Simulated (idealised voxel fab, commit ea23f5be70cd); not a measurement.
process module | voxel wiring stack
cross-section cut | 300 nm wide | cells 5 nm
A cross-section is a grid of square cells, given in bands from the top down. A band is one or more rows of cells.
Each band's line starts with the height of the band's top and of its bottom, in nm. Then come its materials from left to right, each with its width in nm. One material with "throughout" fills the band from edge to edge. "air" is empty space.
Height 0 is the level under which the wafer as received is all one material. The lowest band goes on downwards, as in "0 down".
A width such as "30 to 40" changes by the same amount from each row of cells to the next, from the band's top row to its bottom row.
"no change" after a step means that no cell of the cross-section changed.
closed voids: empty space of 8 cells or more with no open way to the top, each as width x height at its distance from the left edge, in nm
after a step's settings: what the simulator itself notes on the step
overlay nm, on a step with a mask: how far to the right of its planned place the mask lay; to the left if negative
plan
1 op RECEIVE | material Si
2 op CONFORMAL_DEP | material SiO2 | thk nm 15
3 op DIRECTIONAL_DEP | material TiN | thk nm 5
4 op DIRECTIONAL_DEP | material Ru | thk nm 25
5 op PATTERN | tone cover | mask id METAL_1 | material resist | width nm 20 | pitch nm 35 | thk nm 20 | overlay nm 0
6 op DIRECTIONAL_ETCH | etch materials Ru | depth nm 25
7 op DIRECTIONAL_ETCH | etch materials TiN | depth nm 5
8 op STRIP | etch materials resist
9 op FILL_DEP | material SiO2 | thk nm 5
10 op CMP | height nm 45
11 op CONFORMAL_DEP | material SiCN | thk nm 5
12 op DIRECTIONAL_DEP | material SiO2 | thk nm 30
13 op PATTERN | tone open | mask id METAL_2_HOLES | material resist | width nm 15 | pitch nm 35 | thk nm 20 | overlay nm 0
14 op DIRECTIONAL_ETCH | etch materials SiO2 | depth nm 30
15 op STRIP | etch materials resist
16 op PATTERN | tone open | mask id METAL_2 | material resist | width nm 20 | pitch nm 35 | thk nm 20 | overlay nm 0
17 op DIRECTIONAL_ETCH | etch materials SiO2 | depth nm 15
18 op DIRECTIONAL_ETCH | etch materials SiCN | depth nm 5
19 op STRIP | etch materials resist
20 op CONFORMAL_DEP | material TiN | thk nm 5
21 op FILL_DEP | material Cu | thk nm 10
22 op CMP | height nm 80
23 op CONFORMAL_DEP | material SiCN | thk nm 5
24 op DIRECTIONAL_DEP | material SiO2 | thk nm 10
25 op MASKED_ETCH | tone open | mask id PLUG_2 | width nm 15 | pitch nm 35 | etch materials SiO2 | depth nm 10 | overlay nm 0
26 op MASKED_ETCH | tone open | mask id PLUG_2 | width nm 15 | pitch nm 35 | etch materials SiCN | depth nm 5 | overlay nm 0
27 op EPI | material Ru | thk nm 10
28 op EPI | material Ru | thk nm 5
29 op DIRECTIONAL_DEP | material TiN | thk nm 5
30 op DIRECTIONAL_DEP | material Ru | thk nm 20
31 op MASKED_ETCH | tone cover | mask id METAL_3 | width nm 20 | pitch nm 35 | etch materials Ru | depth nm 20 | overlay nm 0
32 op MASKED_ETCH | tone cover | mask id METAL_3 | width nm 20 | pitch nm 35 | etch materials TiN | depth nm 5 | overlay nm 0
33 op FILL_DEP | material SiO2 | thk nm 10
34 op CMP | height nm 120
35 op CONFORMAL_DEP | material SiCN | thk nm 5
36 op DIRECTIONAL_DEP | material SiO2 | thk nm 20
37 op DIRECTIONAL_DEP | material aC | thk nm 10
38 op PATTERN | tone open | mask id PLUG_3 | material resist | width nm 15 | pitch nm 35 | thk nm 25 | overlay nm 0
39 op DIRECTIONAL_ETCH | etch materials aC | depth nm 10
40 op STRIP | etch materials resist
41 op DIRECTIONAL_ETCH | etch materials SiO2 | depth nm 20
42 op DIRECTIONAL_ETCH | etch materials SiCN | depth nm 5
43 op STRIP | etch materials aC
44 op CONFORMAL_DEP | material TiN | thk nm 5
45 op FILL_DEP | material Cu | thk nm 10
46 op CMP | height nm 145
47 op DIRECTIONAL_DEP | material TiN | thk nm 5
48 op DIRECTIONAL_DEP | material W | thk nm 25
49 op MASKED_ETCH | tone cover | mask id METAL_4 | width nm 20 | pitch nm 35 | etch materials W | depth nm 25 | overlay nm 0
50 op MASKED_ETCH | tone cover | mask id METAL_4 | width nm 20 | pitch nm 35 | etch materials TiN | depth nm 5 | overlay nm 0
51 op CONFORMAL_DEP | material SiN | thk nm 5
52 op FILL_DEP | material lowk | thk nm 5
53 op CMP | height nm 175
54 op CONFORMAL_DEP | material SiN | thk nm 5
as received, after step 1
  0 down: Si throughout
  closed voids: none
a wafer at the end: this start, this plan, one mistake
  180 to 175: SiN throughout
  175 to 155: lowk 85 | SiN 5 | W 20 | SiN 5 | lowk 5 | SiN 5 | W 20 | SiN 5 | lowk 5 | SiN 5 | W 20 | SiN 5 | lowk 5 | SiN 5 | W 20 | SiN 5 | lowk 80
  155 to 150: lowk 80 | SiN 10 | W 20 | SiN 15 | W 20 | SiN 15 | W 20 | SiN 15 | W 20 | SiN 5 | lowk 80
  150 to 145: SiN 85 | TiN 25 | SiN 10 | TiN 25 | SiN 10 | TiN 25 | SiN 10 | TiN 25 | SiN 85
  145 to 125: SiO2 85 | TiN 5 | Cu 5 | TiN 5 | SiO2 20 | TiN 5 | Cu 5 | TiN 5 | SiO2 20 | TiN 5 | Cu 5 | TiN 5 | SiO2 20 | TiN 5 | Cu 5 | TiN 5 | SiO2 95
  125 to 120: SiCN 85 | TiN 15 | SiCN 20 | TiN 15 | SiCN 20 | TiN 15 | SiCN 20 | TiN 15 | SiCN 95
  120 to 100: SiO2 85 | Ru 20 | SiO2 15 | Ru 20 | SiO2 15 | Ru 20 | SiO2 15 | Ru 20 | SiO2 90
  100 to 95: SiO2 85 | TiN 20 | SiO2 15 | TiN 20 | SiO2 15 | TiN 20 | SiO2 15 | TiN 20 | SiO2 90
  95 to 85: SiO2 85 | Ru 15 | SiO2 20 | Ru 15 | SiO2 20 | Ru 15 | SiO2 20 | Ru 15 | SiO2 95
  85 to 80: SiCN 85 | Ru 15 | SiCN 20 | Ru 15 | SiCN 20 | Ru 15 | SiCN 20 | Ru 15 | SiCN 95
  80 to 70: SiO2 85 | TiN 5 | Cu 10 | TiN 5 | SiO2 15 | TiN 5 | Cu 10 | TiN 5 | SiO2 15 | TiN 5 | Cu 10 | TiN 5 | SiO2 15 | TiN 5 | Cu 10 | TiN 5 | SiO2 90
  70 to 65: SiO2 85 | TiN 5 | Cu 5 | TiN 10 | SiO2 15 | TiN 5 | Cu 5 | TiN 10 | SiO2 15 | TiN 5 | Cu 5 | TiN 10 | SiO2 15 | TiN 5 | Cu 5 | TiN 10 | SiO2 90
  65 to 50: SiO2 85 | TiN 5 | Cu 5 | TiN 5 | SiO2 20 | TiN 5 | Cu 5 | TiN 5 | SiO2 20 | TiN 5 | Cu 5 | TiN 5 | SiO2 20 | TiN 5 | Cu 5 | TiN 5 | SiO2 95
  50 to 45: SiCN 85 | TiN 15 | SiCN 20 | TiN 15 | SiCN 20 | TiN 15 | SiCN 20 | TiN 15 | SiCN 95
  45 to 20: SiO2 85 | Ru 20 | SiO2 15 | Ru 20 | SiO2 15 | Ru 20 | SiO2 15 | Ru 20 | SiO2 90
  20 to 15: SiO2 85 | TiN 20 | SiO2 15 | TiN 20 | SiO2 15 | TiN 20 | SiO2 15 | TiN 20 | SiO2 90
  15 to 0: SiO2 throughout
  0 down: Si throughout
  closed voids: none
what went wrong: step 49 ran as: op MASKED_ETCH | tone cover | mask id METAL_4 | width nm 20 | pitch nm 35 | etch materials W | depth nm 25 | overlay nm 5
